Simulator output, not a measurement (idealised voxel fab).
Title: Process Module voxel capacitor over wiring
Cross-sectional view cut (width: 270 nm; square cell size: 5 nm).
Cross-section layout: square cells on a grid; listed as bands, top to bottom; a band spans one or more cell rows.
Each band's line starts with the height of the band's top and of its bottom, in nm. Then come its materials from left to right, each with its width in nm. One material with "full width" fills the band from edge to edge. "blank" is empty space.
Height datum 0, below which the as-received substrate wafer is one material. Lowest band open at the bottom, running downward: "top 0, no bottom".
The expression "30->40" gives the width at the extremes of the band, the first number at its top row of cells and the second at its bottom row, with the width changing by equal amounts from each row to the next in between.
For the purposes of this document, the phrase "left unchanged" attached to a step denotes that no cell within the cross-section was modified by that step.
In "Enclosed void catalog" the enclosed voids are listed, meaning empty spaces of 8 cells or larger without any opening to the top. The form is width x height at distance, distance from the left edge, units nm.
Formally, on a step line, whatever follows the settings is a remark that the simulator itself makes on the step.
If you see "overlay nm" on a step's line and that step has a mask, it's telling you how far right of where it was planned the mask ended up; a negative number means it went left instead.
# Planned step list for the process
1. RECEIVE | material Si
2. CONFORMAL_DEP | material SiO2 | thk nm 5
3. CONFORMAL_DEP | material SiN | thk nm 5
4. DIRECTIONAL_DEP | material lowk | thk nm 20
5. DIRECTIONAL_DEP | material aC | thk nm 10
6. PATTERN | tone open | mask id METAL_1 | material resist | width nm 20 | pitch nm 75 | thk nm 30 | overlay nm 0
7. DIRECTIONAL_ETCH | etch materials aC | depth nm 10
8. STRIP | etch materials resist
9. DIRECTIONAL_ETCH | etch materials lowk | depth nm 20
10. DIRECTIONAL_ETCH | etch materials SiN | depth nm 5
11. STRIP | etch materials aC
12. CONFORMAL_DEP | material TiN | thk nm 5
13. FILL_DEP | material W | thk nm 10
14. CMP | height nm 40
15. EPI | material Ru | thk nm 5
16. FILL_DEP | material SiCN | thk nm 5
17. DIRECTIONAL_DEP | material lowk | thk nm 20
18. DIRECTIONAL_DEP | material aC | thk nm 15
19. PATTERN | tone open | mask id PLUG_1 | material resist | width nm 15 | thk nm 35 | overlay nm 0
20. DIRECTIONAL_ETCH | etch materials aC | depth nm 15
21. STRIP | etch materials resist
22. DIRECTIONAL_ETCH | etch materials lowk | depth nm 20
23. DIRECTIONAL_ETCH | etch materials SiCN | depth nm 5
24. STRIP | etch materials aC
25. CONFORMAL_DEP | material TiN | thk nm 5
26. FILL_DEP | material W | thk nm 10
27. CMP | height nm 70
28. DIRECTIONAL_DEP | material TiN | thk nm 10
29. DIRECTIONAL_DEP | material SiN | thk nm 5
30. DIRECTIONAL_DEP | material TiN | thk nm 5
31. MASKED_ETCH | tone cover | mask id UPPER_PLATE | width nm 60 | etch materials TiN | depth nm 5 | overlay nm 0
32. MASKED_ETCH | tone cover | mask id UPPER_PLATE | width nm 60 | etch materials SiN | depth nm 5 | overlay nm 0
33. PATTERN | tone cover | mask id LOWER_PLATE | material resist | width nm 70 | thk nm 15 | overlay nm 0
34. DIRECTIONAL_ETCH | etch materials TiN | depth nm 10
35. STRIP | etch materials resist
36. FILL_DEP | material SiO2 | thk nm 15
37. CMP | height nm 100
38. DIRECTIONAL_DEP | material aC | thk nm 10
39. PATTERN | tone open | mask id PLUG_2 | material resist | width nm 15 | thk nm 30 | overlay nm 0
40. DIRECTIONAL_ETCH | etch materials aC | depth nm 10
41. STRIP | etch materials resist
42. DIRECTIONAL_ETCH | etch materials SiO2 | depth nm 10
43. STRIP | etch materials aC
44. CONFORMAL_DEP | material TiN | thk nm 5
45. FILL_DEP | material Ru | thk nm 10
46. CMP | height nm 100
47. CONFORMAL_DEP | material SiN | thk nm 5
Across this set of wafers, the varied parameter is the thk nm of step 2. Starting conditions are identical for every wafer, and the plan reports the value assigned to the first wafer.
# Cut through the first of several wafers as received, post step 1
top 0, no bottom | Si full width
Enclosed void catalog: none
# Below, a row for every wafer. Read it as the end-of-module picture: for each material the wafer shows its cells gained (+) or lost (-) since it was received, and then its closed voids
thk nm 5; +55 Ru; +51 SiCN; +112 SiN; +320 SiO2; +130 TiN; +78 W; +388 lowk; Enclosed void catalog: none
thk nm 10; +55 Ru; +51 SiCN; +112 SiN; +374 SiO2; +130 TiN; +24 W; +388 lowk; Enclosed void catalog: none
thk nm 15; +13 Ru; +93 SiCN; +112 SiN; +428 SiO2; +80 TiN; +20 W; +388 lowk; Enclosed void catalog: none
thk nm 20; +13 Ru; +93 SiCN; +112 SiN; +482 SiO2; +76 TiN; +16 W; +342 lowk; Enclosed void catalog: none
thk nm 25; +13 Ru; +93 SiCN; +112 SiN; +536 SiO2; +72 TiN; +12 W; +296 lowk; Enclosed void catalog: none
thk nm 30; +13 Ru; +93 SiCN; +112 SiN; +590 SiO2; +68 TiN; +8 W; +250 lowk; Enclosed void catalog: none
